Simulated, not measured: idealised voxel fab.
Title: Process Module voxel trench capacitor
For reference, the cross-section in this document is cut, with width 170 nm and square cells of 5 nm.
Cross-section format: a grid of square cells, given as bands from top to bottom; each band is one or more rows of cells. Heads up on the band format: heights come first, top then bottom, in nm. After that it's the materials left to right, each with its width in nm. A single material flagged "everywhere" fills the whole band edge to edge, and "blank" means there's empty space there. Below 0: as-received wafer, all one material; heights counted from there. Lowest band: no bottom, goes on down, written "z 0 and below". The expression "30 to 40" gives the width at the extremes of the band, the first number at its top row of cells and the second at its bottom row, with the width changing by equal amounts from each row to the next in between. Reading "left unchanged" for a step: not a cell of the cross-section changed in it. This entry, "Sealed internal voids", enumerates those empty regions of no fewer than 8 cells that possess no open connection to the top. Each region is reported in the form width x height at distance, the distance being taken from the left edge, with all three quantities expressed in nm. Heads up: the bit after the settings on a step's line is the simulator's remark on that step. overlay nm: on a step with a mask, how far right of its planned place the mask lay; negative means left.
# plan
1: RECEIVE, material Si
2: CONFORMAL_DEP, material SiN, thk nm 10
3: DIRECTIONAL_DEP, material aC, thk nm 15
4: PATTERN, tone open, mask id TRENCH, material resist, width nm 25, pitch nm 45, thk nm 35, overlay nm -10
5: DIRECTIONAL_ETCH, etch materials aC, depth nm 15
6: STRIP, etch materials resist
7: DIRECTIONAL_ETCH, etch materials SiN, depth nm 10
8: DIRECTIONAL_ETCH, etch materials Si, depth nm 40
9: STRIP, etch materials aC
10: CONFORMAL_DEP, material Al2O3, thk nm 5
11: CONFORMAL_DEP, material TiN, thk nm 5
12: FILL_DEP, material W, thk nm 5
13: CMP, height nm 10
Keep in mind the plan's value for the overlay nm of step 4 comes from the first wafer; the wafers don't share that setting, but they do share the same starting point.
# First of several wafers, received after step 1, in cross-section
* z 0 and below: Si everywhere
* Sealed internal voids: none
# Cross-section of the first of several wafers once the module has run through its last step, step 13
* z 10 to 0: 15 nm SiN | 5 nm Al2O3 | 5 nm TiN | 5 nm W | 5 nm TiN | 5 nm Al2O3 | 20 nm SiN | 5 nm Al2O3 | 5 nm TiN | 5 nm W | 5 nm TiN | 5 nm Al2O3 | 20 nm SiN | 5 nm Al2O3 | 5 nm TiN | 5 nm W | 5 nm TiN | 5 nm Al2O3 | 40 nm SiN
* z 0 to -30: 15 nm Si | 5 nm Al2O3 | 5 nm TiN | 5 nm W | 5 nm TiN | 5 nm Al2O3 | 20 nm Si | 5 nm Al2O3 | 5 nm TiN | 5 nm W | 5 nm TiN | 5 nm Al2O3 | 20 nm Si | 5 nm Al2O3 | 5 nm TiN | 5 nm W | 5 nm TiN | 5 nm Al2O3 | 40 nm Si
* z -30 to -35: 15 nm Si | 5 nm Al2O3 | 15 nm TiN | 5 nm Al2O3 | 20 nm Si | 5 nm Al2O3 | 15 nm TiN | 5 nm Al2O3 | 20 nm Si | 5 nm Al2O3 | 15 nm TiN | 5 nm Al2O3 | 40 nm Si
* z -35 to -40: 15 nm Si | 25 nm Al2O3 | 20 nm Si | 25 nm Al2O3 | 20 nm Si | 25 nm Al2O3 | 40 nm Si
* z -40 and below: Si everywhere
* Sealed internal voids: none
# Cross-section, last wafer, module completion
* z 10 to 0: 40 nm SiN | 5 nm Al2O3 | 5 nm TiN | 5 nm W | 5 nm TiN | 5 nm Al2O3 | 20 nm SiN | 5 nm Al2O3 | 5 nm TiN | 5 nm W | 5 nm TiN | 5 nm Al2O3 | 20 nm SiN | 5 nm Al2O3 | 5 nm TiN | 5 nm W | 5 nm TiN | 5 nm Al2O3 | 15 nm SiN
* z 0 to -30: 40 nm Si | 5 nm Al2O3 | 5 nm TiN | 5 nm W | 5 nm TiN | 5 nm Al2O3 | 20 nm Si | 5 nm Al2O3 | 5 nm TiN | 5 nm W | 5 nm TiN | 5 nm Al2O3 | 20 nm Si | 5 nm Al2O3 | 5 nm TiN | 5 nm W | 5 nm TiN | 5 nm Al2O3 | 15 nm Si
* z -30 to -35: 40 nm Si | 5 nm Al2O3 | 15 nm TiN | 5 nm Al2O3 | 20 nm Si | 5 nm Al2O3 | 15 nm TiN | 5 nm Al2O3 | 20 nm Si | 5 nm Al2O3 | 15 nm TiN | 5 nm Al2O3 | 15 nm Si
* z -35 to -40: 40 nm Si | 25 nm Al2O3 | 20 nm Si | 25 nm Al2O3 | 20 nm Si | 25 nm Al2O3 | 15 nm Si
* z -40 and below: Si everywhere
* Sealed internal voids: none
# The rows of the table below are wafers. Looking at the end of the module, a row counts, for every material, the cells the wafer has gained, shown as (+), or lost, shown as (-), since it was received; its closed voids come next
overlay nm -10, +69 Al2O3, -120 Si, +38 SiN, +57 TiN, +24 W, Sealed internal voids: none
overlay nm -5, +69 Al2O3, -120 Si, +38 SiN, +57 TiN, +24 W, Sealed internal voids: none
overlay nm 0, +69 Al2O3, -120 Si, +38 SiN, +57 TiN, +24 W, Sealed internal voids: none
overlay nm 5, +69 Al2O3, -120 Si, +38 SiN, +57 TiN, +24 W, Sealed internal voids: none
overlay nm 10, +69 Al2O3, -120 Si, +38 SiN, +57 TiN, +24 W, Sealed internal voids: none
overlay nm 15, +69 Al2O3, -120 Si, +38 SiN, +57 TiN, +24 W, Sealed internal voids: none
